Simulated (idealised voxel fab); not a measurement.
process module | voxel gate over fins
cross-section cut | 270 nm wide | cells 5 nm
A cross-section is a grid of square cells, given in bands from the top down. A band is one or more rows of cells.
Each band's line starts with the height of the band's top and of its bottom, in nm. Then come its materials from left to right, each with its width in nm. One material with "throughout" fills the band from edge to edge. "air" is empty space.
Height 0 is the level under which the wafer as received is all one material. The lowest band goes on downwards, as in "0 down".
A width such as "30 to 40" changes by the same amount from each row of cells to the next, from the band's top row to its bottom row.
"no change" after a step means that no cell of the cross-section changed.
closed voids: empty space of 8 cells or more with no open way to the top, each as width x height at its distance from the left edge, in nm
after a step's settings: what the simulator itself notes on the step
overlay nm, on a step with a mask: how far to the right of its planned place the mask lay; to the left if negative
plan
1 op RECEIVE | material Si
2 op CONFORMAL_DEP | material SiN | thk nm 10
3 op MASKED_ETCH | tone cover | mask id FINS | width nm 15 | pitch nm 45 | etch materials SiN | depth nm 10 | overlay nm 0
4 op MASKED_ETCH | tone cover | mask id FINS | width nm 15 | pitch nm 45 | etch materials Si | depth nm 35 | overlay nm 0
5 op FILL_DEP | material SiO2 | thk nm 15
6 op CMP | height nm 10
7 op SELECTIVE_ETCH | etch materials SiO2 | depth nm 20
8 op STRIP | etch materials SiN
9 op CONFORMAL_DEP | material HfO2 | thk nm 5
10 op CONFORMAL_DEP | material TiN | thk nm 5
11 op FILL_DEP | material W | thk nm 10
12 op CMP | height nm 15
13 op CONFORMAL_DEP | material SiCN | thk nm 5
as received, after step 1
  0 down: Si throughout
  closed voids: none
a wafer at the end: this start, this plan, one mistake
  20 to 15: SiCN throughout
  15 to 10: W throughout
  10 to 5: W 50 | TiN 35 | W 10 | TiN 35 | W 10 | TiN 35 | W 10 | TiN 35 | W 50
  5 to 0: W 50 | TiN 5 | HfO2 25 | TiN 5 | W 10 | TiN 5 | HfO2 25 | TiN 5 | W 10 | TiN 5 | HfO2 25 | TiN 5 | W 10 | TiN 5 | HfO2 25 | TiN 5 | W 50
  0 to -5: TiN 55 | HfO2 5 | Si 15 | HfO2 5 | TiN 20 | HfO2 5 | Si 15 | HfO2 5 | TiN 20 | HfO2 5 | Si 15 | HfO2 5 | TiN 20 | HfO2 5 | Si 15 | HfO2 5 | TiN 55
  -5 to -10: HfO2 60 | Si 15 | HfO2 30 | Si 15 | HfO2 30 | Si 15 | HfO2 30 | Si 15 | HfO2 60
  -10 to -30: SiO2 60 | Si 15 | SiO2 30 | Si 15 | SiO2 30 | Si 15 | SiO2 30 | Si 15 | SiO2 60
  -30 down: Si throughout
  closed voids: none
what went wrong: step 4 ran as: op MASKED_ETCH | tone cover | mask id FINS | width nm 15 | pitch nm 45 | etch materials Si | depth nm 30 | overlay nm 0
